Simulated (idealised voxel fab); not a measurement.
The name of this process module is voxel wiring stack.
cross-section cut | 205 nm wide | cells 5 nm
The cross-sections in this document take the form of a grid made of square cells. They are written out as bands, in order from top to bottom. Each band consists of one or more rows of cells. Per band: top height and bottom height in nm, followed by the left-to-right materials and their widths in nm; "full width" marks a single material spanning edge to edge, "blank" marks empty space. Height is counted from the level 0, under which the received wafer is composed throughout of one material. The lowest of the bands is not closed at the bottom but continues downward, in the notation "from 0 down". So if you see something like "30..40" for the width, read it as the top row of the band sitting at the first number and the bottom row at the second, with every row in between moving by the same amount as the last. Step marked "nothing different"? Then no cell in the cross-section changed in it. "Unvented voids" specifies each empty space that is not open to the top and that occupies no fewer than 8 cells, using the form width x height at distance, the distance measured from the left edge and all three quantities in nm. What comes after the settings on a step's line is commentary from the simulator itself on that step. overlay nm, on a step with a mask: how far to the right of its planned place the mask lay; to the left if negative.
[Listed below are the process steps as planned]
1: RECEIVE, material Si
2: CONFORMAL_DEP, material SiO2, thk nm 10
3: DIRECTIONAL_DEP, material TiN, thk nm 5
4: DIRECTIONAL_DEP, material W, thk nm 25
5: DIRECTIONAL_DEP, material aC, thk nm 15
6: PATTERN, tone cover, mask id METAL_1, material resist, width nm 20, pitch nm 40, thk nm 35, overlay nm 0
7: DIRECTIONAL_ETCH, etch materials aC, depth nm 15
8: STRIP, etch materials resist
9: DIRECTIONAL_ETCH, etch materials W, depth nm 25
10: DIRECTIONAL_ETCH, etch materials TiN, depth nm 5
11: STRIP, etch materials aC
12: FILL_DEP, material SiO2, thk nm 5
13: CMP, height nm 40
14: CONFORMAL_DEP, material SiCN, thk nm 5
15: DIRECTIONAL_DEP, material SiO2, thk nm 30
16: MASKED_ETCH, tone open, mask id METAL_2_HOLES, width nm 15, pitch nm 40, etch materials SiO2, depth nm 30, overlay nm 0
17: MASKED_ETCH, tone open, mask id METAL_2, width nm 20, pitch nm 40, etch materials SiO2, depth nm 20, overlay nm 0
18: MASKED_ETCH, tone open, mask id METAL_2, width nm 20, pitch nm 40, etch materials SiCN, depth nm 5, overlay nm 0
19: CONFORMAL_DEP, material TiN, thk nm 5
20: FILL_DEP, material Ru, thk nm 5
21: CMP, height nm 75
22: CONFORMAL_DEP, material SiCN, thk nm 5
23: DIRECTIONAL_DEP, material SiO2, thk nm 20
24: MASKED_ETCH, tone open, mask id PLUG_2, width nm 15, pitch nm 80, etch materials SiO2, depth nm 20, overlay nm 0
25: MASKED_ETCH, tone open, mask id PLUG_2, width nm 15, pitch nm 80, etch materials SiCN, depth nm 5, overlay nm 0
26: CONFORMAL_DEP, material TiN, thk nm 5
27: FILL_DEP, material W, thk nm 10
28: CMP, height nm 100
29: CONFORMAL_DEP, material SiN, thk nm 5
30: DIRECTIONAL_DEP, material lowk, thk nm 20
31: MASKED_ETCH, tone open, mask id METAL_3, width nm 20, pitch nm 40, etch materials lowk, depth nm 20, overlay nm 0
32: MASKED_ETCH, tone open, mask id METAL_3, width nm 20, pitch nm 40, etch materials SiN, depth nm 5, overlay nm 0
33: CONFORMAL_DEP, material TiN, thk nm 5
34: FILL_DEP, material Cu, thk nm 5
35: CMP, height nm 125
36: CONFORMAL_DEP, material SiCN, thk nm 5
Variable across wafers: step 16 width nm (plan value is that of the first wafer; starting state common to all).
[Cut through the first of several wafers as received, post step 1]
    from 0 down | Si full width
    Unvented voids: none
[Per wafer (row), end of module: delta in cells per material since receipt, (+) for gained, (-) for lost; closed voids after that]
width nm 15, +32 Cu, +36 Ru, +105 SiCN, +25 SiN, +530 SiO2, +150 TiN, +88 W, +100 lowk, Unvented voids: none
width nm 20, +32 Cu, +48 Ru, +101 SiCN, +25 SiN, +522 SiO2, +150 TiN, +88 W, +100 lowk, Unvented voids: none
width nm 25, +32 Cu, +68 Ru, +101 SiCN, +25 SiN, +498 SiO2, +154 TiN, +88 W, +100 lowk, Unvented voids: none
